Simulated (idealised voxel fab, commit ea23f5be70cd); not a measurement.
The process module presented herein is designated voxel self aligned vias.
Section shown: cut. Width: 155 nm. Cell size: 5 nm, square.
Notation: cross-section as square-cell grid; stated in bands, top first, going down; one or more cell rows per band. Quick guide to a band line: top height, bottom height (nm) up front; then every material left to right with its width in nm. Only one material and it's marked "full width"? Then it fills the band edge to edge. And "empty" just means empty space. Where do heights start? At 0: under that level the wafer as delivered is made of one material only. And the lowest band has no floor; it just carries on downward, as in "from 0 down". It should be noted that a width expressed as "30->40" varies in equal increments from row to row of cells within the band, taking the value of the first number at the top row and that of the second number at the bottom row. A step reported as "nothing altered" is a step in which no cell of the cross-section changed. Heads up: "Fully closed voids" only lists the empty pockets with no open path to the top that are 8 cells or more, and it writes them as width x height at distance, distance from the left edge, in nm. On each step's line, the part that comes after the settings is the simulator's own comment on the step. You can add "overlay nm" to a step's line. For a step with a mask, it describes how far the mask lay to the right of its planned position, and a negative number describes a lay to the left.
### Intended process steps
1 RECEIVE | material Si
2 CONFORMAL_DEP | material SiO2 | thk nm 10
3 CONFORMAL_DEP | material SiCN | thk nm 5
4 DIRECTIONAL_DEP | material lowk | thk nm 25
5 MASKED_ETCH | tone open | mask id LINES | width nm 20 | pitch nm 45 | etch materials lowk | depth nm 25 | overlay nm 0
6 CONFORMAL_DEP | material TiN | thk nm 5
7 FILL_DEP | material W | thk nm 5
8 CMP | height nm 40
9 SELECTIVE_ETCH | etch materials W Ru TiN | depth nm 5
10 FILL_DEP | material SiN | thk nm 10
11 CMP | height nm 40
12 DIRECTIONAL_DEP | material lowk | thk nm 20
13 PATTERN | tone open | mask id VIAS | material resist | width nm 30 | pitch nm 45 | thk nm 15 | overlay nm 0
14 DIRECTIONAL_ETCH | etch materials lowk | depth nm 20
15 DIRECTIONAL_ETCH | etch materials SiN | depth nm 5
16 STRIP | etch materials resist
17 CONFORMAL_DEP | material TiN | thk nm 5
18 FILL_DEP | material W | thk nm 10
19 CMP | height nm 60
20 CONFORMAL_DEP | material SiN | thk nm 5
### Cross-section of the wafer upon arrival, representing the state reached after step 1
  from 0 down | Si full width
  Fully closed voids: none
### first wafer at the end, as planned
  from 65 to 60 | SiN full width
  from 60 to 45 | lowk=15; TiN=5; W=20; TiN=5; lowk=15; TiN=5; W=20; TiN=5; lowk=15; TiN=5; W=20; TiN=5; lowk=20
  from 45 to 40 | lowk=15; TiN=10; W=10; TiN=10; lowk=15; TiN=10; W=10; TiN=10; lowk=15; TiN=10; W=10; TiN=10; lowk=20
  from 40 to 35 | lowk=20; TiN=20; lowk=25; TiN=20; lowk=25; TiN=20; lowk=25
  from 35 to 20 | lowk=20; TiN=5; W=10; TiN=5; lowk=25; TiN=5; W=10; TiN=5; lowk=25; TiN=5; W=10; TiN=5; lowk=25
  from 20 to 15 | lowk=20; TiN=20; lowk=25; TiN=20; lowk=25; TiN=20; lowk=25
  from 15 to 10 | SiCN full width
  from 10 to 0 | SiO2 full width
  from 0 down | Si full width
  Fully closed voids: none
### Here's the second of our two wafers sectioned at module end. Same start as the first, same plan, but one mistake got made running it
  from 65 to 60 | SiN full width
  from 60 to 40 | lowk=15; TiN=5; W=20; TiN=5; lowk=15; TiN=5; W=20; TiN=5; lowk=15; TiN=5; W=20; TiN=5; lowk=20
  from 40 to 35 | lowk=15; TiN=30; lowk=15; TiN=30; lowk=15; TiN=30; lowk=20
  from 35 to 20 | lowk=15; TiN=10; W=10; TiN=10; lowk=15; TiN=10; W=10; TiN=10; lowk=15; TiN=10; W=10; TiN=10; lowk=20
  from 20 to 15 | lowk=20; TiN=20; lowk=25; TiN=20; lowk=25; TiN=20; lowk=25
  from 15 to 10 | SiCN full width
  from 10 to 0 | SiO2 full width
  from 0 down | Si full width
  Fully closed voids: none
So what did we get wrong on this run? step 14 of the plan was twice carried out
Final difference in cells, second wafer against first, listed per material as more or fewer: 18 more of TiN; 6 more of W; 24 fewer of lowk
